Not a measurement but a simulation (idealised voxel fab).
Herein follows the process module entitled voxel released beams.
Cross-sectional view cut (width: 150 nm; square cell size: 5 nm).
Each cross-section below is a grid of square cells, stated as bands in top-down order, with one or more rows of cells making up each band.
Basically the band line says how high the top is and how high the bottom is, in nm, and then what's in it from left to right, every material with its width in nm. Empty space shows up as "blank", and if a single material carries "full width" it runs the full band edge to edge.
Convention: height 0 is the level below which the wafer, as received, is all one material. The lowest band does not terminate at the bottom but continues downward, represented as "top 0, no bottom".
Per-row width for "30..40": begins at first number (top row of band), ends at second number (bottom row), increment between rows held constant.
No cell of the cross-section changed in a step that is given as "no change".
Closed empty spaces (no open way to the top) of 8 cells or more are what "Trapped cavities" lists, each as width x height at distance from the left edge, nm for all three.
On each step's line, the part that comes after the settings is the simulator's own comment on the step.
The setting "overlay nm" may be written on the line of a step. When the step uses a mask, the value reports how far to the right of the planned place the mask lay, and a negative value reports that it lay to the left.

-- The steps planned for the process are as follows
| 1 | RECEIVE [material Si] |
| 2 | CONFORMAL_DEP [material Al2O3] [thk nm 10] |
| 3 | DIRECTIONAL_DEP [material SiO2] [thk nm 10] |
| 4 | PATTERN [tone open] [mask id ANCHOR] [material resist] [width nm 35] [thk nm 15] [overlay nm 0] |
| 5 | DIRECTIONAL_ETCH [etch materials SiO2] [depth nm 10] |
| 6 | STRIP [etch materials resist] |
| 7 | CONFORMAL_DEP [material polySi] [thk nm 10] |
| 8 | MASKED_ETCH [tone cover] [mask id BEAM] [width nm 80] [etch materials polySi] [depth nm 10] [overlay nm -15] |
| 9 | STRIP [etch materials SiO2] |
All wafers enter the flow in the same state. The overlay nm at step 8 differs from wafer to wafer, and the plan gives the value for the first wafer.

-- The first of several wafers as received, shown in cross-section; this is its state after step 1
	top 0, no bottom: Si full width
	Trapped cavities: none

-- Post step 9, the closing step of the module: first of several wafers, cross-sectioned
	top 30, bottom 20: 15 nm blank  30 nm polySi  15 nm blank  35 nm polySi  55 nm blank
	top 20, bottom 10: 35 nm blank  35 nm polySi  80 nm blank
	top 10, bottom 0: Al2O3 full width
	top 0, no bottom: Si full width
	Trapped cavities: none

-- Cross-section of the last wafer at end of module
	top 30, bottom 20: 60 nm blank  65 nm polySi  25 nm blank
	top 20, bottom 10: 35 nm blank  35 nm polySi  80 nm blank
	top 10, bottom 0: Al2O3 full width
	top 0, no bottom: Si full width
	Trapped cavities: none

-- wafer rows; end of module; cells per material since receipt: (+) gained, (-) lost; then closed voids
overlay nm -15 | +60 Al2O3 | +40 polySi | Trapped cavities: none
overlay nm -10 | +60 Al2O3 | +40 polySi | Trapped cavities: none
overlay nm -5 | +60 Al2O3 | +40 polySi | Trapped cavities: none
overlay nm 0 | +60 Al2O3 | +40 polySi | Trapped cavities: none
overlay nm 5 | +60 Al2O3 | +40 polySi | Trapped cavities: none
overlay nm 10 | +60 Al2O3 | +40 polySi | Trapped cavities: none
overlay nm 15 | +60 Al2O3 | +40 polySi | Trapped cavities: none
